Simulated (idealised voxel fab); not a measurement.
Process module name: voxel ribs on slabs
The cross-section shown here is cut; it is 170 nm wide and divided into square cells measuring 5 nm on a side.
We lay out every cross-section as a grid of square cells and spell it out in bands from the top down, where one band means one or more rows of cells.
Quick guide to a band line: top height, bottom height (nm) up front; then every material left to right with its width in nm. Only one material and it's marked "throughout"? Then it fills the band edge to edge. And "empty" just means empty space.
Measure heights from 0. That's the level where, below it, the as-received wafer is all one material. The lowest band is bottomless and extends downward; write it as in "0..down".
With a width like "30 to 40", each row of cells in the band differs from the next by the same amount, the top row carrying the first number and the bottom row the second.
No cell of the cross-section changed in a step that is given as "remained the same".
Reported under the label "Entrapped void list" are the empty spaces having no open way to the top and comprising 8 cells or more; the notation for each is width x height at distance, in which the distance is measured from the left edge and all three values are in nm.
Step line, after settings: the simulator's comment on this step.
overlay nm: on a step with a mask, how far right of its planned place the mask lay; negative means left.
HERE'S WHAT THE PLANNED PROCESS STEPS LOOK LIKE
1) RECEIVE with material Si
2) DIRECTIONAL_DEP with material SiO2, thk nm 20
3) DIRECTIONAL_DEP with material polySi, thk nm 15
4) MASKED_ETCH with tone cover, mask id RIB, width nm 30, etch materials polySi, depth nm 10, overlay nm 0
5) DIRECTIONAL_DEP with material aC, thk nm 15
6) PATTERN with tone cover, mask id SLAB, material resist, width nm 70, thk nm 35, overlay nm 0
7) DIRECTIONAL_ETCH with etch materials aC, depth nm 15
8) STRIP with etch materials resist
9) DIRECTIONAL_ETCH with etch materials polySi, depth nm 5
10) STRIP with etch materials aC
11) FILL_DEP with material SiO2, thk nm 15
12) CMP with height nm 45
13) DIRECTIONAL_DEP with material W, thk nm 10
14) DIRECTIONAL_DEP with material aC, thk nm 10
15) PATTERN with tone cover, mask id HEATER, material resist, width nm 40, thk nm 25, overlay nm 0
16) DIRECTIONAL_ETCH with etch materials aC, depth nm 10
17) STRIP with etch materials resist
18) DIRECTIONAL_ETCH with etch materials W, depth nm 10
19) STRIP with etch materials aC
20) CONFORMAL_DEP with material SiN, thk nm 10
CROSS-SECTION OF THE WAFER AS IT CAME TO US, I.E., ALREADY THROUGH STEP 1
	0..down | Si throughout
	Entrapped void list: none
CROSS-SECTION AT MODULE END, ONE RUN ERROR; START AND PLAN UNCHANGED FROM ABOVE
	55..45 | empty (65) / W (40) / empty (65)
	45..35 | SiO2 throughout
	35..25 | SiO2 (70) / polySi (30) / SiO2 (70)
	25..20 | SiO2 (50) / polySi (70) / SiO2 (50)
	20..0 | SiO2 throughout
	0..down | Si throughout
	Entrapped void list: none
Want to know what went wrong? the plan's step 20 went unexecuted, having been skipped
